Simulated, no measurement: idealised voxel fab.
Herein follows the process module entitled voxel fin reveal.
cross-section cut | 245 nm wide | cells 5 nm
For the purposes of this document, a cross-section shall be understood as a grid of square cells, specified as bands listed in top-to-bottom order, each band consisting of one or more rows of cells. This entry defines a band. It first specifies the height of the band's top and the height of its bottom in nm, and then specifies the band's materials from left to right, stating each material with its width in nm. The word "everywhere" identifies a single material that fills the band from edge to edge, while the word "empty" identifies empty space. Heights are reckoned from 0. Under this level, the received wafer is all of one material. The bottommost band is open-ended downward, for example "0 nm and below". A width given as "30->40" starts at the first number in the band's top row and ends at the second number in its bottom row, shifting by an equal amount at every step from row to row. "no modifications" for a step: no cell of the cross-section changed in that step. "Enclosed empty spaces" specifies each empty space that is not open to the top and that occupies no fewer than 8 cells, using the form width x height at distance, the distance measured from the left edge and all three quantities in nm. Post-settings text on a step line: simulator's own remark regarding the step. overlay nm: how far to the right of its planned place the mask lay on this masked step (negative: to the left).
### plan
1 RECEIVE with material Si
2 CONFORMAL_DEP with material SiN, thk nm 5
3 MASKED_ETCH with tone cover, mask id FINS, width nm 15, pitch nm 45, etch materials SiN, depth nm 5, overlay nm 0
4 MASKED_ETCH with tone cover, mask id FINS, width nm 15, pitch nm 45, etch materials Si, depth nm 30, overlay nm 0
5 OXIDIZE with depth nm 5
6 FILL_DEP with material SiO2, thk nm 10
7 CMP with height nm 5
8 SELECTIVE_ETCH with etch materials SiO2, depth nm 20
9 STRIP with etch materials SiN
10 CONFORMAL_DEP with material HfO2, thk nm 5
Quick note for whoever runs this: the wafers start identical, but the width nm at step 4 isn't the same across them. The plan just shows what the first wafer had.
### Incoming state of the first of several wafers in cross-section: after step 1
0 nm and below | Si everywhere
Enclosed empty spaces: none
### Cross-section of the first of several wafers once the module has run through its last step, step 10
5 nm to 0 nm | 70 empty; 15 HfO2; 30 empty; 15 HfO2; 30 empty; 15 HfO2; 70 empty
0 nm to -10 nm | 70 empty; 5 HfO2; 5 Si; 5 HfO2; 30 empty; 5 HfO2; 5 Si; 5 HfO2; 30 empty; 5 HfO2; 5 Si; 5 HfO2; 70 empty
-10 nm to -15 nm | 75 HfO2; 5 Si; 40 HfO2; 5 Si; 40 HfO2; 5 Si; 75 HfO2
-15 nm to -35 nm | 75 SiO2; 5 Si; 40 SiO2; 5 Si; 40 SiO2; 5 Si; 75 SiO2
-35 nm and below | Si everywhere
Enclosed empty spaces: none
### Cross-section, module end, final of several wafers
5 nm to 0 nm | 70 empty; 15 HfO2; 30 empty; 15 HfO2; 30 empty; 15 HfO2; 70 empty
0 nm to -10 nm | 65 empty; 10->5 HfO2; 5->20 Si; 15->5 HfO2; 15 empty; 10->5 HfO2; 5->20 Si; 15->5 HfO2; 15 empty; 10->5 HfO2; 5->20 Si; 15->5 HfO2; 60 empty
-10 nm to -15 nm | 70 HfO2; 20 Si; 25 HfO2; 20 Si; 25 HfO2; 20 Si; 65 HfO2
-15 nm to -35 nm | 70 SiO2; 20 Si; 25 SiO2; 20 Si; 25 SiO2; 20 Si; 65 SiO2
-35 nm and below | Si everywhere
Enclosed empty spaces: none
### The following table contains a row per wafer, in which are reported, at the conclusion of the module, the cells of each material gained (+) or lost (-) since the wafer's receipt, with its closed voids given thereafter
width nm 15, +67 HfO2, -322 Si, +184 SiO2, Enclosed empty spaces: none
width nm 20, +67 HfO2, -304 Si, +172 SiO2, Enclosed empty spaces: none
width nm 25, +67 HfO2, -286 Si, +160 SiO2, Enclosed empty spaces: none
width nm 30, +67 HfO2, -268 Si, +148 SiO2, Enclosed empty spaces: none
